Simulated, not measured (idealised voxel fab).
process module | voxel self aligned contacts
cross-section cut | 265 nm wide | cells 5 nm
A cross-section is a grid of square cells, given in bands from the top down. A band is one or more rows of cells.
Each band's line starts with the height of the band's top and of its bottom, in nm. Then come its materials from left to right, each with its width in nm. One material with "throughout" fills the band from edge to edge. "air" is empty space.
Height 0 is the level under which the wafer as received is all one material. The lowest band goes on downwards, as in "0 down".
A width such as "30 to 40" changes by the same amount from each row of cells to the next, from the band's top row to its bottom row.
"no change" after a step means that no cell of the cross-section changed.
closed voids: empty space of 8 cells or more with no open way to the top, each as width x height at its distance from the left edge, in nm
after a step's settings: what the simulator itself notes on the step
overlay nm, on a step with a mask: how far to the right of its planned place the mask lay; to the left if negative
plan
1 op RECEIVE | material Si
2 op OXIDIZE | depth nm 5
3 op DIRECTIONAL_DEP | material polySi | thk nm 30
4 op DIRECTIONAL_DEP | material SiN | thk nm 20
5 op DIRECTIONAL_DEP | material aC | thk nm 15
6 op PATTERN | tone cover | mask id GATE | material resist | width nm 35 | pitch nm 70 | thk nm 30 | overlay nm 0
7 op DIRECTIONAL_ETCH | etch materials aC | depth nm 15
8 op STRIP | etch materials resist
9 op DIRECTIONAL_ETCH | etch materials SiN | depth nm 20
10 op DIRECTIONAL_ETCH | etch materials polySi | depth nm 30
11 op STRIP | etch materials aC
12 op CONFORMAL_DEP | material SiN | thk nm 5
13 op DIRECTIONAL_ETCH | etch materials SiN | depth nm 5
14 op FILL_DEP | material SiO2 | thk nm 10
15 op CMP | height nm 55
16 op PATTERN | tone open | mask id CONTACT | material resist | width nm 55 | thk nm 15 | overlay nm 0
17 op DIRECTIONAL_ETCH | etch materials SiO2 | depth nm 60
18 op STRIP | etch materials resist
19 op CONFORMAL_DEP | material TiN | thk nm 5
20 op FILL_DEP | material Ru | thk nm 10
21 op CMP | height nm 55
22 op CONFORMAL_DEP | material SiN | thk nm 5
first wafer, as planned
as received, after step 1
  0 down: Si throughout
  closed voids: none
after step 2
  0 to -5: SiO2 throughout
  below -5: unchanged
after step 3
  30 to 0: polySi throughout
  below 0: unchanged
after step 4
  50 to 30: SiN throughout
  below 30: unchanged
after step 5
  65 to 50: aC throughout
  below 50: unchanged
after step 6
  95 to 65: air 80 | resist 35 | air 35 | resist 35 | air 80
  below 65: unchanged
after step 7
  80 to 65: air 80 | resist 35 | air 35 | resist 35 | air 80
  65 to 50: air 80 | aC 35 | air 35 | aC 35 | air 80
  below 50: unchanged
after step 8
  65 to 50: air 80 | aC 35 | air 35 | aC 35 | air 80
  below 50: unchanged
after step 9
  65 to 50: air 80 | aC 35 | air 35 | aC 35 | air 80
  50 to 30: air 80 | SiN 35 | air 35 | SiN 35 | air 80
  below 30: unchanged
after step 10
  65 to 50: air 80 | aC 35 | air 35 | aC 35 | air 80
  50 to 30: air 80 | SiN 35 | air 35 | SiN 35 | air 80
  30 to 0: air 80 | polySi 35 | air 35 | polySi 35 | air 80
  below 0: unchanged
after step 11
  50 to 30: air 80 | SiN 35 | air 35 | SiN 35 | air 80
  below 30: unchanged
after step 12
  55 to 30: air 75 | SiN 45 | air 25 | SiN 45 | air 75
  30 to 5: air 75 | SiN 5 | polySi 35 | SiN 5 | air 25 | SiN 5 | polySi 35 | SiN 5 | air 75
  5 to 0: SiN 80 | polySi 35 | SiN 35 | polySi 35 | SiN 80
  below 0: unchanged
after step 13
  50 to 30: air 75 | SiN 45 | air 25 | SiN 45 | air 75
  30 to 0: air 75 | SiN 5 | polySi 35 | SiN 5 | air 25 | SiN 5 | polySi 35 | SiN 5 | air 75
  below 0: unchanged
after step 14
  60 to 50: SiO2 throughout
  50 to 30: SiO2 75 | SiN 45 | SiO2 25 | SiN 45 | SiO2 75
  30 to 0: SiO2 75 | SiN 5 | polySi 35 | SiN 5 | SiO2 25 | SiN 5 | polySi 35 | SiN 5 | SiO2 75
  below 0: unchanged
after step 15
  55 to 50: SiO2 throughout
  below 50: unchanged
after step 16
  70 to 55: resist 105 | air 55 | resist 105
  below 55: unchanged
after step 17
  70 to 55: resist 105 | air 55 | resist 105
  55 to 50: SiO2 105 | air 55 | SiO2 105
  50 to 30: SiO2 75 | SiN 45 | air 25 | SiN 45 | SiO2 75
  30 to 0: SiO2 75 | SiN 5 | polySi 35 | SiN 5 | air 25 | SiN 5 | polySi 35 | SiN 5 | SiO2 75
  0 to -5: SiO2 120 | air 25 | SiO2 120
  below -5: unchanged
after step 18
  55 to 50: SiO2 105 | air 55 | SiO2 105
  below 50: unchanged
after step 19
  60 to 55: TiN 110 | air 45 | TiN 110
  55 to 50: SiO2 105 | TiN 20 | air 15 | TiN 20 | SiO2 105
  50 to 30: SiO2 75 | SiN 45 | TiN 5 | air 15 | TiN 5 | SiN 45 | SiO2 75
  30 to 0: SiO2 75 | SiN 5 | polySi 35 | SiN 5 | TiN 5 | air 15 | TiN 5 | SiN 5 | polySi 35 | SiN 5 | SiO2 75
  0 to -5: SiO2 120 | TiN 25 | SiO2 120
  below -5: unchanged
after step 20
  70 to 60: Ru throughout
  60 to 55: TiN 110 | Ru 45 | TiN 110
  55 to 50: SiO2 105 | TiN 20 | Ru 15 | TiN 20 | SiO2 105
  50 to 30: SiO2 75 | SiN 45 | TiN 5 | Ru 15 | TiN 5 | SiN 45 | SiO2 75
  30 to 0: SiO2 75 | SiN 5 | polySi 35 | SiN 5 | TiN 5 | Ru 15 | TiN 5 | SiN 5 | polySi 35 | SiN 5 | SiO2 75
  below 0: unchanged
after step 21
  55 to 50: SiO2 105 | TiN 20 | Ru 15 | TiN 20 | SiO2 105
  below 50: unchanged
after step 22
  60 to 55: SiN throughout
  below 55: unchanged
second wafer: like start, like plan, one mistake. Through step 5 it matches the first wafer
when step 6 should have ended
  95 to 65: resist 80 | air 35 | resist 35 | air 35 | resist 80
  below 65: unchanged
when step 7 should have ended
  80 to 65: resist 80 | air 35 | resist 35 | air 35 | resist 80
  65 to 50: aC 80 | air 35 | aC 35 | air 35 | aC 80
  below 50: unchanged
when step 8 should have ended
  65 to 50: aC 80 | air 35 | aC 35 | air 35 | aC 80
  below 50: unchanged
when step 9 should have ended
  65 to 50: aC 80 | air 35 | aC 35 | air 35 | aC 80
  50 to 30: SiN 80 | air 35 | SiN 35 | air 35 | SiN 80
  below 30: unchanged
when step 10 should have ended
  65 to 50: aC 80 | air 35 | aC 35 | air 35 | aC 80
  50 to 30: SiN 80 | air 35 | SiN 35 | air 35 | SiN 80
  30 to 0: polySi 80 | air 35 | polySi 35 | air 35 | polySi 80
  below 0: unchanged
when step 11 should have ended
  50 to 30: SiN 80 | air 35 | SiN 35 | air 35 | SiN 80
  below 30: unchanged
when step 12 should have ended
  55 to 30: SiN 85 | air 25 | SiN 45 | air 25 | SiN 85
  30 to 5: polySi 80 | SiN 5 | air 25 | SiN 5 | polySi 35 | SiN 5 | air 25 | SiN 5 | polySi 80
  5 to 0: polySi 80 | SiN 35 | polySi 35 | SiN 35 | polySi 80
  below 0: unchanged
when step 13 should have ended
  50 to 30: SiN 85 | air 25 | SiN 45 | air 25 | SiN 85
  30 to 0: polySi 80 | SiN 5 | air 25 | SiN 5 | polySi 35 | SiN 5 | air 25 | SiN 5 | polySi 80
  below 0: unchanged
when step 14 should have ended
  60 to 50: SiO2 throughout
  50 to 30: SiN 85 | SiO2 25 | SiN 45 | SiO2 25 | SiN 85
  30 to 0: polySi 80 | SiN 5 | SiO2 25 | SiN 5 | polySi 35 | SiN 5 | SiO2 25 | SiN 5 | polySi 80
  below 0: unchanged
when step 15 should have ended
  55 to 50: SiO2 throughout
  below 50: unchanged
when step 16 should have ended
  70 to 55: resist 105 | air 55 | resist 105
  below 55: unchanged
when step 17 should have ended
  70 to 55: resist 105 | air 55 | resist 105
  55 to 50: SiO2 105 | air 55 | SiO2 105
  50 to 30: SiN 85 | SiO2 20 | air 5 | SiN 45 | air 5 | SiO2 20 | SiN 85
  30 to 0: polySi 80 | SiN 5 | SiO2 20 | air 5 | SiN 5 | polySi 35 | SiN 5 | air 5 | SiO2 20 | SiN 5 | polySi 80
  0 to -5: SiO2 105 | air 5 | SiO2 45 | air 5 | SiO2 105
  below -5: unchanged
when step 18 should have ended
  55 to 50: SiO2 105 | air 55 | SiO2 105
  below 50: unchanged
when step 19 should have ended
  60 to 55: TiN 110 | air 45 | TiN 110
  55 to 50: SiO2 105 | TiN 55 | SiO2 105
  50 to 30: SiN 85 | SiO2 20 | TiN 5 | SiN 45 | TiN 5 | SiO2 20 | SiN 85
  30 to 0: polySi 80 | SiN 5 | SiO2 20 | TiN 5 | SiN 5 | polySi 35 | SiN 5 | TiN 5 | SiO2 20 | SiN 5 | polySi 80
  0 to -5: SiO2 105 | TiN 5 | SiO2 45 | TiN 5 | SiO2 105
  below -5: unchanged
when step 20 should have ended
  70 to 60: Ru throughout
  60 to 55: TiN 110 | Ru 45 | TiN 110
  below 55: unchanged
when step 21 should have ended
  55 to 50: SiO2 105 | TiN 55 | SiO2 105
  below 50: unchanged
when step 22 should have ended
  60 to 55: SiN throughout
  below 55: unchanged
what went wrong: step 6 ran as: op PATTERN | tone open | mask id GATE | material resist | width nm 35 | pitch nm 70 | thk nm 30 | overlay nm 0
at the end the second wafer has, in cells: 33 fewer of Ru | 100 more of SiN | 217 fewer of SiO2 | 150 more of polySi
